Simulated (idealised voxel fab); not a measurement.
process module | voxel trench capacitor
cross-section cut | 255 nm wide | cells 5 nm
A cross-section is a grid of square cells, given in bands from the top down. A band is one or more rows of cells.
Each band's line starts with the height of the band's top and of its bottom, in nm. Then come its materials from left to right, each with its width in nm. One material with "throughout" fills the band from edge to edge. "air" is empty space.
Height 0 is the level under which the wafer as received is all one material. The lowest band goes on downwards, as in "0 down".
A width such as "30 to 40" changes by the same amount from each row of cells to the next, from the band's top row to its bottom row.
"no change" after a step means that no cell of the cross-section changed.
closed voids: empty space of 8 cells or more with no open way to the top, each as width x height at its distance from the left edge, in nm
after a step's settings: what the simulator itself notes on the step
overlay nm, on a step with a mask: how far to the right of its planned place the mask lay; to the left if negative
plan
1 op RECEIVE | material Si
2 op CONFORMAL_DEP | material SiN | thk nm 10
3 op PATTERN | tone open | mask id TRENCH | material resist | width nm 25 | pitch nm 50 | thk nm 20 | overlay nm -15
4 op DIRECTIONAL_ETCH | etch materials SiN | depth nm 10
5 op DIRECTIONAL_ETCH | etch materials Si | depth nm 30
6 op STRIP | etch materials resist
7 op CONFORMAL_DEP | material Al2O3 | thk nm 5
8 op CONFORMAL_DEP | material TiN | thk nm 5
9 op FILL_DEP | material W | thk nm 10
10 op CMP | height nm 10
varied across the wafers: overlay nm of step 3. The plan shows the first wafer's value. All wafers start alike
first wafer as received, after step 1
  0 down: Si throughout
  closed voids: none
first wafer at the end, after step 10
  10 to 0: SiN 25 | Al2O3 5 | TiN 5 | W 5 | TiN 5 | Al2O3 5 | SiN 25 | Al2O3 5 | TiN 5 | W 5 | TiN 5 | Al2O3 5 | SiN 25 | Al2O3 5 | TiN 5 | W 5 | TiN 5 | Al2O3 5 | SiN 25 | Al2O3 5 | TiN 5 | W 5 | TiN 5 | Al2O3 5 | SiN 55
  0 to -20: Si 25 | Al2O3 5 | TiN 5 | W 5 | TiN 5 | Al2O3 5 | Si 25 | Al2O3 5 | TiN 5 | W 5 | TiN 5 | Al2O3 5 | Si 25 | Al2O3 5 | TiN 5 | W 5 | TiN 5 | Al2O3 5 | Si 25 | Al2O3 5 | TiN 5 | W 5 | TiN 5 | Al2O3 5 | Si 55
  -20 to -25: Si 25 | Al2O3 5 | TiN 15 | Al2O3 5 | Si 25 | Al2O3 5 | TiN 15 | Al2O3 5 | Si 25 | Al2O3 5 | TiN 15 | Al2O3 5 | Si 25 | Al2O3 5 | TiN 15 | Al2O3 5 | Si 55
  -25 to -30: Si 25 | Al2O3 25 | Si 25 | Al2O3 25 | Si 25 | Al2O3 25 | Si 25 | Al2O3 25 | Si 55
  -30 down: Si throughout
  closed voids: none
last wafer at the end
  10 to 0: SiN 55 | Al2O3 5 | TiN 5 | W 5 | TiN 5 | Al2O3 5 | SiN 25 | Al2O3 5 | TiN 5 | W 5 | TiN 5 | Al2O3 5 | SiN 25 | Al2O3 5 | TiN 5 | W 5 | TiN 5 | Al2O3 5 | SiN 25 | Al2O3 5 | TiN 5 | W 5 | TiN 5 | Al2O3 5 | SiN 25
  0 to -20: Si 55 | Al2O3 5 | TiN 5 | W 5 | TiN 5 | Al2O3 5 | Si 25 | Al2O3 5 | TiN 5 | W 5 | TiN 5 | Al2O3 5 | Si 25 | Al2O3 5 | TiN 5 | W 5 | TiN 5 | Al2O3 5 | Si 25 | Al2O3 5 | TiN 5 | W 5 | TiN 5 | Al2O3 5 | Si 25
  -20 to -25: Si 55 | Al2O3 5 | TiN 15 | Al2O3 5 | Si 25 | Al2O3 5 | TiN 15 | Al2O3 5 | Si 25 | Al2O3 5 | TiN 15 | Al2O3 5 | Si 25 | Al2O3 5 | TiN 15 | Al2O3 5 | Si 25
  -25 to -30: Si 55 | Al2O3 25 | Si 25 | Al2O3 25 | Si 25 | Al2O3 25 | Si 25 | Al2O3 25 | Si 25
  -30 down: Si throughout
  closed voids: none
each wafer at the end: cells of each material gained (+) or lost (-) since it was received, then its closed voids
overlay nm -15 | +76 Al2O3 | -120 Si | +62 SiN | +60 TiN | +24 W | closed voids: none
overlay nm -10 | +76 Al2O3 | -120 Si | +62 SiN | +60 TiN | +24 W | closed voids: none
overlay nm -5 | +76 Al2O3 | -120 Si | +62 SiN | +60 TiN | +24 W | closed voids: none
overlay nm 0 | +76 Al2O3 | -120 Si | +62 SiN | +60 TiN | +24 W | closed voids: none
overlay nm 5 | +76 Al2O3 | -120 Si | +62 SiN | +60 TiN | +24 W | closed voids: none
overlay nm 10 | +76 Al2O3 | -120 Si | +62 SiN | +60 TiN | +24 W | closed voids: none
overlay nm 15 | +76 Al2O3 | -120 Si | +62 SiN | +60 TiN | +24 W | closed voids: none
